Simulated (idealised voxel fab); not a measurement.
Process module under the name voxel gate over fins
Cross-section cut: width 170 nm, square cells of 5 nm.
Square cells in a grid make up a cross-section in this document, and the grid is given as bands, listed from the top down, each one or more rows of cells.
The entry gives the band's vertical extent as a top height and a bottom height in nm, then its horizontal make-up as materials from left to right, each with a width in nm. "blank" stands for empty space; a single material marked "everywhere" fills the band edge to edge.
Heights are measured from 0, the level below which the as-received wafer is all one material; the lowest band has no bottom and continues downward, written as in "0 down".
Quick explanation for "30 to 40": the width changes in equal steps down the rows of cells, from the first number in the band's top row to the second number in its bottom row.
You'll sometimes find "nothing changed" written for a step, and that's the way of saying that nowhere in the cross-section did a cell change during that step.
If an empty space has no open way to the top and is at least 8 cells in size, "Closed void table" lists it, written width x height at distance, where distance is measured from the left edge and every value is in nm.
Past the settings on a step's line: simulator remark, on that step.
What "overlay nm" on a step's line means: if the step has a mask, that mask lay this far to the right of its planned place, or, when the value is negative, to the left.

Steps in the process plan
1 RECEIVE [material Si]
2 CONFORMAL_DEP [material SiN] [thk nm 5]
3 DIRECTIONAL_DEP [material aC] [thk nm 15]
4 PATTERN [tone cover] [mask id FINS] [material resist] [width nm 15] [pitch nm 45] [thk nm 35] [overlay nm 0]
5 DIRECTIONAL_ETCH [etch materials aC] [depth nm 15]
6 STRIP [etch materials resist]
7 DIRECTIONAL_ETCH [etch materials SiN] [depth nm 5]
8 DIRECTIONAL_ETCH [etch materials Si] [depth nm 40]
9 STRIP [etch materials aC]
10 OXIDIZE [depth nm 5]
11 FILL_DEP [material SiO2] [thk nm 5]
12 CMP [height nm 5]
13 SELECTIVE_ETCH [etch materials SiO2] [depth nm 15]
14 STRIP [etch materials SiN]
15 CONFORMAL_DEP [material HfO2] [thk nm 5]
16 CONFORMAL_DEP [material TiN] [thk nm 5]
17 FILL_DEP [material W] [thk nm 15]
18 CMP [height nm 20]
19 CONFORMAL_DEP [material SiCN] [thk nm 10]

The first of a set of two wafers, run to plan

Wafer as received: cross-section following step 1
	0 down = Si everywhere
	Closed void table: none

So this is the wafer cross-section right after step 2
	5 to 0 = SiN everywhere
	Everything under 0 stays put, no change at all.

So this is the wafer cross-section right after step 3
	20 to 5 = aC everywhere
	Everything under 5 stays put, no change at all.

So this is the wafer cross-section right after step 4
	55 to 20 = blank 30 nm | resist 15 nm | blank 30 nm | resist 15 nm | blank 30 nm | resist 15 nm | blank 35 nm
	Everything under 20 stays put, no change at all.

So this is the wafer cross-section right after step 5
	40 to 20 = blank 30 nm | resist 15 nm | blank 30 nm | resist 15 nm | blank 30 nm | resist 15 nm | blank 35 nm
	20 to 5 = blank 30 nm | aC 15 nm | blank 30 nm | aC 15 nm | blank 30 nm | aC 15 nm | blank 35 nm
	Everything under 5 stays put, no change at all.

So this is the wafer cross-section right after step 6
	20 to 5 = blank 30 nm | aC 15 nm | blank 30 nm | aC 15 nm | blank 30 nm | aC 15 nm | blank 35 nm
	Everything under 5 stays put, no change at all.

So this is the wafer cross-section right after step 7
	20 to 5 = blank 30 nm | aC 15 nm | blank 30 nm | aC 15 nm | blank 30 nm | aC 15 nm | blank 35 nm
	5 to 0 = blank 30 nm | SiN 15 nm | blank 30 nm | SiN 15 nm | blank 30 nm | SiN 15 nm | blank 35 nm
	Everything under 0 stays put, no change at all.

So this is the wafer cross-section right after step 8
	20 to 5 = blank 30 nm | aC 15 nm | blank 30 nm | aC 15 nm | blank 30 nm | aC 15 nm | blank 35 nm
	5 to 0 = blank 30 nm | SiN 15 nm | blank 30 nm | SiN 15 nm | blank 30 nm | SiN 15 nm | blank 35 nm
	0 to -40 = blank 30 nm | Si 15 nm | blank 30 nm | Si 15 nm | blank 30 nm | Si 15 nm | blank 35 nm
	Everything under -40 stays put, no change at all.

So this is the wafer cross-section right after step 9
	5 to 0 = blank 30 nm | SiN 15 nm | blank 30 nm | SiN 15 nm | blank 30 nm | SiN 15 nm | blank 35 nm
	Everything under 0 stays put, no change at all.

So this is the wafer cross-section right after step 10
	5 to 0 = blank 30 nm | SiN 15 nm | blank 30 nm | SiN 15 nm | blank 30 nm | SiN 15 nm | blank 35 nm
	0 to -40 = blank 30 nm | SiO2 5 nm | Si 5 nm | SiO2 5 nm | blank 30 nm | SiO2 5 nm | Si 5 nm | SiO2 5 nm | blank 30 nm | SiO2 5 nm | Si 5 nm | SiO2 5 nm | blank 35 nm
	-40 to -45 = SiO2 35 nm | Si 5 nm | SiO2 40 nm | Si 5 nm | SiO2 40 nm | Si 5 nm | SiO2 40 nm
	Everything under -45 stays put, no change at all.

So this is the wafer cross-section right after step 11
	10 to 5 = SiO2 everywhere
	5 to 0 = SiO2 30 nm | SiN 15 nm | SiO2 30 nm | SiN 15 nm | SiO2 30 nm | SiN 15 nm | SiO2 35 nm
	0 to -45 = SiO2 35 nm | Si 5 nm | SiO2 40 nm | Si 5 nm | SiO2 40 nm | Si 5 nm | SiO2 40 nm
	Everything under -45 stays put, no change at all.

So this is the wafer cross-section right after step 12
	5 to 0 = SiO2 30 nm | SiN 15 nm | SiO2 30 nm | SiN 15 nm | SiO2 30 nm | SiN 15 nm | SiO2 35 nm
	Everything under 0 stays put, no change at all.

So this is the wafer cross-section right after step 13
	5 to 0 = blank 30 nm | SiN 15 nm | blank 30 nm | SiN 15 nm | blank 30 nm | SiN 15 nm | blank 35 nm
	0 to -10 = blank 35 nm | Si 5 nm | blank 40 nm | Si 5 nm | blank 40 nm | Si 5 nm | blank 40 nm
	Everything under -10 stays put, no change at all.

So this is the wafer cross-section right after step 14
	0 to -10 = blank 35 nm | Si 5 nm | blank 40 nm | Si 5 nm | blank 40 nm | Si 5 nm | blank 40 nm
	Everything under -10 stays put, no change at all.

So this is the wafer cross-section right after step 15
	5 to 0 = blank 30 nm | HfO2 15 nm | blank 30 nm | HfO2 15 nm | blank 30 nm | HfO2 15 nm | blank 35 nm
	0 to -5 = blank 30 nm | HfO2 5 nm | Si 5 nm | HfO2 5 nm | blank 30 nm | HfO2 5 nm | Si 5 nm | HfO2 5 nm | blank 30 nm | HfO2 5 nm | Si 5 nm | HfO2 5 nm | blank 35 nm
	-5 to -10 = HfO2 35 nm | Si 5 nm | HfO2 40 nm | Si 5 nm | HfO2 40 nm | Si 5 nm | HfO2 40 nm
	Everything under -10 stays put, no change at all.

So this is the wafer cross-section right after step 16
	10 to 5 = blank 25 nm | TiN 25 nm | blank 20 nm | TiN 25 nm | blank 20 nm | TiN 25 nm | blank 30 nm
	5 to 0 = blank 25 nm | TiN 5 nm | HfO2 15 nm | TiN 5 nm | blank 20 nm | TiN 5 nm | HfO2 15 nm | TiN 5 nm | blank 20 nm | TiN 5 nm | HfO2 15 nm | TiN 5 nm | blank 30 nm
	0 to -5 = TiN 30 nm | HfO2 5 nm | Si 5 nm | HfO2 5 nm | TiN 30 nm | HfO2 5 nm | Si 5 nm | HfO2 5 nm | TiN 30 nm | HfO2 5 nm | Si 5 nm | HfO2 5 nm | TiN 35 nm
	Everything under -5 stays put, no change at all.

So this is the wafer cross-section right after step 17
	25 to 10 = W everywhere
	10 to 5 = W 25 nm | TiN 25 nm | W 20 nm | TiN 25 nm | W 20 nm | TiN 25 nm | W 30 nm
	5 to 0 = W 25 nm | TiN 5 nm | HfO2 15 nm | TiN 5 nm | W 20 nm | TiN 5 nm | HfO2 15 nm | TiN 5 nm | W 20 nm | TiN 5 nm | HfO2 15 nm | TiN 5 nm | W 30 nm
	Everything under 0 stays put, no change at all.

So this is the wafer cross-section right after step 18
	20 to 10 = W everywhere
	Everything under 10 stays put, no change at all.

So this is the wafer cross-section right after step 19
	30 to 20 = SiCN everywhere
	Everything under 20 stays put, no change at all.

Second wafer: same start and same plan as the first, one execution error; identical to the first through step 14

Cross-sectional representation of the second wafer at the time designated in the plan for the completion of step 15: nothing changed

Cross-sectional representation of the second wafer at the time designated in the plan for the completion of step 16
	5 to 0 = blank 30 nm | TiN 15 nm | blank 30 nm | TiN 15 nm | blank 30 nm | TiN 15 nm | blank 35 nm
	0 to -5 = blank 30 nm | TiN 5 nm | Si 5 nm | TiN 5 nm | blank 30 nm | TiN 5 nm | Si 5 nm | TiN 5 nm | blank 30 nm | TiN 5 nm | Si 5 nm | TiN 5 nm | blank 35 nm
	-5 to -10 = TiN 35 nm | Si 5 nm | TiN 40 nm | Si 5 nm | TiN 40 nm | Si 5 nm | TiN 40 nm
	Everything under -10 stays put, no change at all.

Cross-sectional representation of the second wafer at the time designated in the plan for the completion of step 17
	20 to 5 = W everywhere
	5 to 0 = W 30 nm | TiN 15 nm | W 30 nm | TiN 15 nm | W 30 nm | TiN 15 nm | W 35 nm
	0 to -5 = W 30 nm | TiN 5 nm | Si 5 nm | TiN 5 nm | W 30 nm | TiN 5 nm | Si 5 nm | TiN 5 nm | W 30 nm | TiN 5 nm | Si 5 nm | TiN 5 nm | W 35 nm
	Everything under -5 stays put, no change at all.

Cross-sectional representation of the second wafer at the time designated in the plan for the completion of step 18: nothing changed

Cross-sectional representation of the second wafer at the time designated in the plan for the completion of step 19
	30 to 20 = SiCN everywhere
	Everything under 20 stays put, no change at all.
Where did the run depart from the plan? plan step 15: skipped, not run
Upon completion, the second wafer contains, in terms of cells, a greater or smaller amount of certain materials than the first wafer: HfO2 -46, W +46
